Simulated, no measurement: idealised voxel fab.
process module | voxel self aligned vias
cross-section cut | 220 nm wide | cells 5 nm
A cross-section is a grid of square cells, given in bands from the top down. A band is one or more rows of cells.
Each band's line starts with the height of the band's top and of its bottom, in nm. Then come its materials from left to right, each with its width in nm. One material with "throughout" fills the band from edge to edge. "air" is empty space.
Height 0 is the level under which the wafer as received is all one material. The lowest band goes on downwards, as in "0 down".
A width such as "30 to 40" changes by the same amount from each row of cells to the next, from the band's top row to its bottom row.
"no change" after a step means that no cell of the cross-section changed.
closed voids: empty space of 8 cells or more with no open way to the top, each as width x height at its distance from the left edge, in nm
after a step's settings: what the simulator itself notes on the step
overlay nm, on a step with a mask: how far to the right of its planned place the mask lay; to the left if negative
plan
1 op RECEIVE | material Si
2 op CONFORMAL_DEP | material SiO2 | thk nm 15
3 op CONFORMAL_DEP | material SiCN | thk nm 5
4 op DIRECTIONAL_DEP | material lowk | thk nm 20
5 op DIRECTIONAL_DEP | material aC | thk nm 10
6 op PATTERN | tone open | mask id LINES | material resist | width nm 20 | pitch nm 50 | thk nm 25 | overlay nm -15
7 op DIRECTIONAL_ETCH | etch materials aC | depth nm 10
8 op STRIP | etch materials resist
9 op DIRECTIONAL_ETCH | etch materials lowk | depth nm 20
10 op STRIP | etch materials aC
11 op CONFORMAL_DEP | material TiN | thk nm 5
12 op FILL_DEP | material W | thk nm 10
13 op CMP | height nm 40
14 op SELECTIVE_ETCH | etch materials W Ru TiN | depth nm 10
15 op FILL_DEP | material SiN | thk nm 5
16 op CMP | height nm 40
17 op DIRECTIONAL_DEP | material lowk | thk nm 15
18 op PATTERN | tone open | mask id VIAS | material resist | width nm 30 | pitch nm 50 | thk nm 15 | overlay nm 0
19 op DIRECTIONAL_ETCH | etch materials lowk | depth nm 15
20 op DIRECTIONAL_ETCH | etch materials SiN | depth nm 10
21 op STRIP | etch materials resist
22 op CONFORMAL_DEP | material TiN | thk nm 5
23 op FILL_DEP | material W | thk nm 10
24 op CMP | height nm 55
25 op CONFORMAL_DEP | material SiCN | thk nm 5
varied across the wafers: overlay nm of step 6. The plan shows the first wafer's value. All wafers start alike
first wafer as received, after step 1
  0 down: Si throughout
  closed voids: none
each wafer at the end: cells of each material gained (+) or lost (-) since it was received, then its closed voids
overlay nm -15 | +88 SiCN | +12 SiN | +132 SiO2 | +60 TiN | +30 W | +206 lowk | closed voids: none
overlay nm -10 | +88 SiCN | +6 SiN | +132 SiO2 | +60 TiN | +36 W | +206 lowk | closed voids: none
overlay nm -5 | +88 SiCN | +132 SiO2 | +60 TiN | +42 W | +206 lowk | closed voids: none
overlay nm 0 | +88 SiCN | +132 SiO2 | +60 TiN | +42 W | +206 lowk | closed voids: none
overlay nm 5 | +88 SiCN | +132 SiO2 | +60 TiN | +42 W | +206 lowk | closed voids: none
overlay nm 10 | +88 SiCN | +6 SiN | +132 SiO2 | +60 TiN | +36 W | +206 lowk | closed voids: none
overlay nm 15 | +88 SiCN | +12 SiN | +132 SiO2 | +60 TiN | +30 W | +206 lowk | closed voids: none
